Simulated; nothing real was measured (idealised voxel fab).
Process module under the name voxel transistor to metal
The cross-section shown here is cut; it is 145 nm wide and divided into square cells measuring 5 nm on a side.
The cross-sections in this document take the form of a grid made of square cells. They are written out as bands, in order from top to bottom. Each band consists of one or more rows of cells.
Per band: top height and bottom height in nm, followed by the left-to-right materials and their widths in nm; "everywhere" marks a single material spanning edge to edge, "empty" marks empty space.
The reference from which all heights are counted is 0, the level beneath which the as-received wafer is entirely one material; the lowest band, having no lower bound, proceeds downward and is written after the example "0..down".
The expression "30..40" gives the width at the extremes of the band, the first number at its top row of cells and the second at its bottom row, with the width changing by equal amounts from each row to the next in between.
A step reported as "left unchanged" is a step in which no cell of the cross-section changed.
Any empty space of 8 cells or more lacking an open way to the top shows up in "Fully enclosed voids" as width x height at distance, distance from the left edge, in nm.
On each step's line, the part that comes after the settings is the simulator's own comment on the step.
"overlay nm" answers the question of how far to the right of plan the mask lay on a step that has a mask, and when it is negative the answer is to the left.
The steps planned for the process are as follows:
1. RECEIVE,material Si
2. OXIDIZE,depth nm 5
3. CONFORMAL_DEP,material SiN,thk nm 10
4. DIRECTIONAL_DEP,material aC,thk nm 10
5. PATTERN,tone cover,mask id ACTIVE,material resist,width nm 105,thk nm 30,overlay nm 0
6. DIRECTIONAL_ETCH,etch materials aC,depth nm 10
7. STRIP,etch materials resist
8. DIRECTIONAL_ETCH,etch materials SiN,depth nm 10
9. DIRECTIONAL_ETCH,etch materials SiO2,depth nm 5
10. DIRECTIONAL_ETCH,etch materials Si,depth nm 25
11. STRIP,etch materials aC
12. FILL_DEP,material SiO2,thk nm 5
13. CMP,height nm 10
14. SELECTIVE_ETCH,etch materials SiO2,depth nm 10
15. STRIP,etch materials SiN
16. SELECTIVE_ETCH,etch materials SiO2,depth nm 5
17. OXIDIZE,depth nm 5
18. DIRECTIONAL_DEP,material polySi,thk nm 30
19. DIRECTIONAL_DEP,material SiCN,thk nm 10
20. DIRECTIONAL_DEP,material aC,thk nm 15
21. PATTERN,tone cover,mask id GATE,material resist,width nm 35,thk nm 30,overlay nm 0
22. DIRECTIONAL_ETCH,etch materials aC,depth nm 15
23. STRIP,etch materials resist
24. DIRECTIONAL_ETCH,etch materials SiCN,depth nm 20
25. DIRECTIONAL_ETCH,etch materials polySi,depth nm 40
26. STRIP,etch materials aC
27. CONFORMAL_DEP,material SiN,thk nm 5
28. DIRECTIONAL_ETCH,etch materials SiN,depth nm 5
29. DIRECTIONAL_ETCH,etch materials SiO2,depth nm 5
30. DIRECTIONAL_ETCH,etch materials Si,depth nm 5
31. EPI,material SiGe,thk nm 5
32. FILL_DEP,material SiO2,thk nm 10
33. CMP,height nm 25
34. STRIP,etch materials polySi
35. SELECTIVE_ETCH,etch materials SiO2,depth nm 5
36. CONFORMAL_DEP,material HfO2,thk nm 5
37. CONFORMAL_DEP,material TiN,thk nm 5
38. FILL_DEP,material W,thk nm 5
39. CMP,height nm 20
40. DIRECTIONAL_DEP,material SiO2,thk nm 15
41. DIRECTIONAL_DEP,material aC,thk nm 10
42. PATTERN,tone open,mask id CONTACT,material resist,width nm 15,pitch nm 80,thk nm 30,overlay nm 0
43. DIRECTIONAL_ETCH,etch materials aC,depth nm 10
44. STRIP,etch materials resist
45. DIRECTIONAL_ETCH,etch materials SiO2,depth nm 45
46. STRIP,etch materials aC
47. CONFORMAL_DEP,material TiN,thk nm 5
48. FILL_DEP,material Ru,thk nm 5
49. CMP,height nm 35
50. CONFORMAL_DEP,material SiCN,thk nm 5
51. DIRECTIONAL_DEP,material SiO2,thk nm 25
52. MASKED_ETCH,tone open,mask id METAL_1,width nm 15,pitch nm 80,etch materials SiO2,depth nm 25,overlay nm 0
53. MASKED_ETCH,tone open,mask id METAL_1,width nm 15,pitch nm 80,etch materials SiCN,depth nm 5,overlay nm 0
54. CONFORMAL_DEP,material TiN,thk nm 5
55. FILL_DEP,material Ru,thk nm 5
56. CMP,height nm 65
57. EPI,material Ru,thk nm 5
58. FILL_DEP,material SiCN,thk nm 5
The wafers in this document start out alike and differ in the width nm applied at step 42; the plan shows the value used for the first wafer.
Step 1 complete: as-received cross-section of the first of several wafers:
	0..down: Si everywhere
	Fully enclosed voids: none
Gained (+) or lost (-) cells of each material since receipt, then closed voids: one row per wafer, at the end of the module:
width nm 15, +19 HfO2, +36 Ru, -102 Si, +71 SiCN, +14 SiGe, +10 SiN, +298 SiO2, +77 TiN, +12 W, Fully enclosed voids: none
width nm 20, +19 HfO2, +52 Ru, -102 Si, +71 SiCN, +14 SiGe, +10 SiN, +280 SiO2, +79 TiN, +12 W, Fully enclosed voids: none
width nm 25, +19 HfO2, +68 Ru, -102 Si, +71 SiCN, +14 SiGe, +10 SiN, +262 SiO2, +81 TiN, +12 W, Fully enclosed voids: none
width nm 30, +19 HfO2, +83 Ru, -102 Si, +71 SiCN, +14 SiGe, +10 SiN, +245 SiO2, +83 TiN, +12 W, Fully enclosed voids: none
